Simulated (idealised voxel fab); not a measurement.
process module | voxel lift off
cross-section cut | 175 nm wide | cells 5 nm
A cross-section is a grid of square cells, given in bands from the top down. A band is one or more rows of cells.
Each band's line starts with the height of the band's top and of its bottom, in nm. Then come its materials from left to right, each with its width in nm. One material with "throughout" fills the band from edge to edge. "air" is empty space.
Height 0 is the level under which the wafer as received is all one material. The lowest band goes on downwards, as in "0 down".
A width such as "30 to 40" changes by the same amount from each row of cells to the next, from the band's top row to its bottom row.
"no change" after a step means that no cell of the cross-section changed.
closed voids: empty space of 8 cells or more with no open way to the top, each as width x height at its distance from the left edge, in nm
after a step's settings: what the simulator itself notes on the step
overlay nm, on a step with a mask: how far to the right of its planned place the mask lay; to the left if negative
plan
1 op RECEIVE | material Si
2 op CONFORMAL_DEP | material SiO2 | thk nm 15
3 op PATTERN | tone open | mask id LINES | material resist | width nm 30 | pitch nm 45 | thk nm 30 | overlay nm 0
4 op DIRECTIONAL_DEP | material Ru | thk nm 15
5 op STRIP | etch materials resist
6 op CONFORMAL_DEP | material SiO2 | thk nm 5
as received, after step 1
  0 down: Si throughout
  closed voids: none
first wafer at the end, as planned
  35 to 30: air 45 | SiO2 40 | air 5 | SiO2 40 | air 45
  30 to 20: air 45 | SiO2 5 | Ru 30 | SiO2 5 | air 5 | SiO2 5 | Ru 30 | SiO2 5 | air 45
  20 to 15: SiO2 50 | Ru 30 | SiO2 15 | Ru 30 | SiO2 50
  15 to 0: SiO2 throughout
  0 down: Si throughout
  closed voids: none
second wafer at the end: like start, like plan, one mistake
  35 to 20: air 45 | Ru 40 | air 5 | Ru 40 | air 45
  20 to 15: Ru throughout
  15 to 0: SiO2 throughout
  0 down: Si throughout
  closed voids: none
what went wrong: step 6 ran as: op CONFORMAL_DEP | material Ru | thk nm 5
at the end the second wafer has, in cells: 47 more of Ru | 47 fewer of SiO2
